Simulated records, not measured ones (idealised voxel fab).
This is a process module. Its name is voxel plated lines.
Square cell edge 5 nm, section width 300 nm, ID cut.
A cross-section in this document is a grid of square cells, and it is written down as bands, the top band listed before the ones below it; a band is made up of one or more rows of cells. It is stipulated that each band's entry specify, in nanometres, the height of the top of the band and then that of its bottom, followed by the materials of the band in left-to-right sequence, each together with its width in nanometres. A single material marked by the word "all across" is understood to fill the band from edge to edge; the word "empty" is understood to denote empty space. The level at which height equals 0 is the one under which the wafer, as it arrives, is entirely one material. No lower edge exists for the bottom band, which continues downward and is notated as in "0 -> down". It should be noted that a width expressed as "30->40" varies in equal increments from row to row of cells within the band, taking the value of the first number at the top row and that of the second number at the bottom row. Where a step carries "nothing changed", the cross-section came out of it unchanged, cell for cell. "Unvented cavities" enumerates empty spaces isolated from the top, with no open way to it, that contain at least 8 cells, giving each as width x height at distance from the left edge, all three in nm. Read whatever lies past the settings on a step's line as the simulator's own remark about the step. Among the settings permitted on a step's line is "overlay nm"; applied to a step with a mask, it specifies the extent to which the mask lay to the right of its planned position, whereas a negative figure signifies a position to the left.

Process steps foreseen in the plan:
1. RECEIVE [material Si]
2. CONFORMAL_DEP [material Al2O3] [thk nm 15]
3. DIRECTIONAL_DEP [material TiN] [thk nm 5]
4. PATTERN [tone open] [mask id LINES] [material resist] [width nm 25] [pitch nm 55] [thk nm 35] [overlay nm 0]
5. EPI [material Ru] [thk nm 5]
6. EPI [material Ru] [thk nm 5]
7. EPI [material Ru] [thk nm 5]
8. STRIP [etch materials resist]
9. DIRECTIONAL_ETCH [etch materials TiN] [depth nm 5]
10. CONFORMAL_DEP [material SiN] [thk nm 10]

Cross-sectional view of the wafer in its as-received condition, corresponding to the state after step 1:
> 0 -> down = Si all across
> Unvented cavities: none

End state of the module in cross-section, given the above starting point and plan and one mistake in execution:
> 30 -> 20 = SiN all across
> 20 -> 5 = Al2O3 all across
> 5 -> 0 = TiN all across
> 0 -> down = Si all across
> Unvented cavities: none
What broke from the plan during processing? steps 2 and 3 traded places in the executed sequence
